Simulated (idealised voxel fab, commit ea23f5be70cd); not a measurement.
A process module follows: voxel trench capacitor.
FYI the section here is cut, 270 nm wide, cells are 5 nm squares.
Each cross-section below is a grid of square cells, stated as bands in top-down order, with one or more rows of cells making up each band. First you get the band's top height and its bottom height, in nm, and then the materials it's made of, left to right, with each width in nm. If you see a single material with "all across", that one covers the band edge to edge. "air" is empty space. The level at which height equals 0 is the one under which the wafer, as it arrives, is entirely one material. No lower edge exists for the bottom band, which continues downward and is notated as in "0 nm and below". When a width is written as two numbers, as in "30->40", the first number is the width in the top row of cells of the band and the second is the width in its bottom row, and the width changes by the same amount from each row to the next. Step note "stayed the same" = no cross-section cell changed. "Closed void entries" contains a list of empty spaces, each no smaller than 8 cells and without an open way to the top, written in the form width x height at distance with the distance from the left edge and all three in nm. It should be noted that, on the line of a given step, the content following the step's settings is a remark produced by the simulator itself with respect to that step. overlay nm: where the mask lay relative to plan, measured to the right, on steps with a mask; negatives go left.

Planned step list for the process:
1,RECEIVE: material Si
2,CONFORMAL_DEP: material SiN, thk nm 5
3,PATTERN: tone open, mask id TRENCH, material resist, width nm 25, pitch nm 50, thk nm 20, overlay nm 0
4,DIRECTIONAL_ETCH: etch materials SiN, depth nm 5
5,DIRECTIONAL_ETCH: etch materials Si, depth nm 40
6,STRIP: etch materials resist
7,CONFORMAL_DEP: material SiO2, thk nm 5
8,FILL_DEP: material polySi, thk nm 5
9,CMP: height nm 5

Incoming wafer in cross-section (state: after step 1):
- 0 nm and below: Si all across
- Closed void entries: none

Same starting wafer, same plan as above, one mistake in the execution; this is the cross-section at the end of the module:
- 5 nm to 0 nm: SiN 70 | SiO2 5 | polySi 15 | SiO2 5 | SiN 25 | SiO2 5 | polySi 15 | SiO2 5 | SiN 25 | SiO2 5 | polySi 15 | SiO2 5 | SiN 75
- 0 nm to -40 nm: Si 70 | SiO2 5 | polySi 15 | SiO2 5 | Si 25 | SiO2 5 | polySi 15 | SiO2 5 | Si 25 | SiO2 5 | polySi 15 | SiO2 5 | Si 75
- -40 nm to -45 nm: Si 70 | SiO2 25 | Si 25 | SiO2 25 | Si 25 | SiO2 25 | Si 75
- -45 nm and below: Si all across
- Closed void entries: none
So what did we get wrong on this run? step 5: run off-plan, actual operation and settings DIRECTIONAL_ETCH: etch materials Si, depth nm 45
